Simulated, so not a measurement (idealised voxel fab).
process module | voxel self aligned vias
cross-section cut | 140 nm wide | cells 5 nm
A cross-section is a grid of square cells, given in bands from the top down. A band is one or more rows of cells.
Each band's line starts with the height of the band's top and of its bottom, in nm. Then come its materials from left to right, each with its width in nm. One material with "throughout" fills the band from edge to edge. "air" is empty space.
Height 0 is the level under which the wafer as received is all one material. The lowest band goes on downwards, as in "0 down".
A width such as "30 to 40" changes by the same amount from each row of cells to the next, from the band's top row to its bottom row.
"no change" after a step means that no cell of the cross-section changed.
closed voids: empty space of 8 cells or more with no open way to the top, each as width x height at its distance from the left edge, in nm
after a step's settings: what the simulator itself notes on the step
overlay nm, on a step with a mask: how far to the right of its planned place the mask lay; to the left if negative
plan
1 op RECEIVE | material Si
2 op CONFORMAL_DEP | material SiO2 | thk nm 15
3 op CONFORMAL_DEP | material SiCN | thk nm 5
4 op DIRECTIONAL_DEP | material SiO2 | thk nm 20
5 op MASKED_ETCH | tone open | mask id LINES | width nm 25 | pitch nm 50 | etch materials SiO2 | depth nm 20 | overlay nm 0
6 op CONFORMAL_DEP | material TiN | thk nm 5
7 op FILL_DEP | material W | thk nm 10
8 op CMP | height nm 40
9 op SELECTIVE_ETCH | etch materials W Ru TiN | depth nm 10
10 op FILL_DEP | material SiN | thk nm 5
11 op CMP | height nm 40
12 op DIRECTIONAL_DEP | material SiO2 | thk nm 15
13 op PATTERN | tone open | mask id VIAS | material resist | width nm 35 | thk nm 20 | overlay nm 0
14 op DIRECTIONAL_ETCH | etch materials SiO2 | depth nm 15
15 op DIRECTIONAL_ETCH | etch materials SiN | depth nm 10
16 op STRIP | etch materials resist
17 op CONFORMAL_DEP | material TiN | thk nm 5
18 op FILL_DEP | material Cu | thk nm 10
19 op CMP | height nm 55
20 op CONFORMAL_DEP | material SiN | thk nm 5
as received, after step 1
  0 down: Si throughout
  closed voids: none
a wafer at the end: this start, this plan, one mistake
  75 to 70: SiN throughout
  70 to 60: Cu throughout
  60 to 55: TiN 30 | Cu 25 | TiN 85
  55 to 45: SiO2 25 | TiN 5 | Cu 25 | TiN 5 | SiO2 80
  45 to 40: SiO2 25 | TiN 10 | Cu 15 | TiN 10 | SiO2 80
  40 to 35: SiO2 30 | TiN 5 | Cu 15 | TiN 5 | SiO2 25 | SiN 25 | SiO2 35
  35 to 30: SiO2 30 | TiN 25 | SiO2 25 | SiN 25 | SiO2 35
  30 to 25: SiO2 30 | TiN 5 | W 15 | TiN 5 | SiO2 25 | TiN 5 | W 15 | TiN 5 | SiO2 35
  25 to 20: SiO2 30 | TiN 25 | SiO2 25 | TiN 25 | SiO2 35
  20 to 15: SiCN throughout
  15 to 0: SiO2 throughout
  0 down: Si throughout
  closed voids: none
what went wrong: step 19 was left out
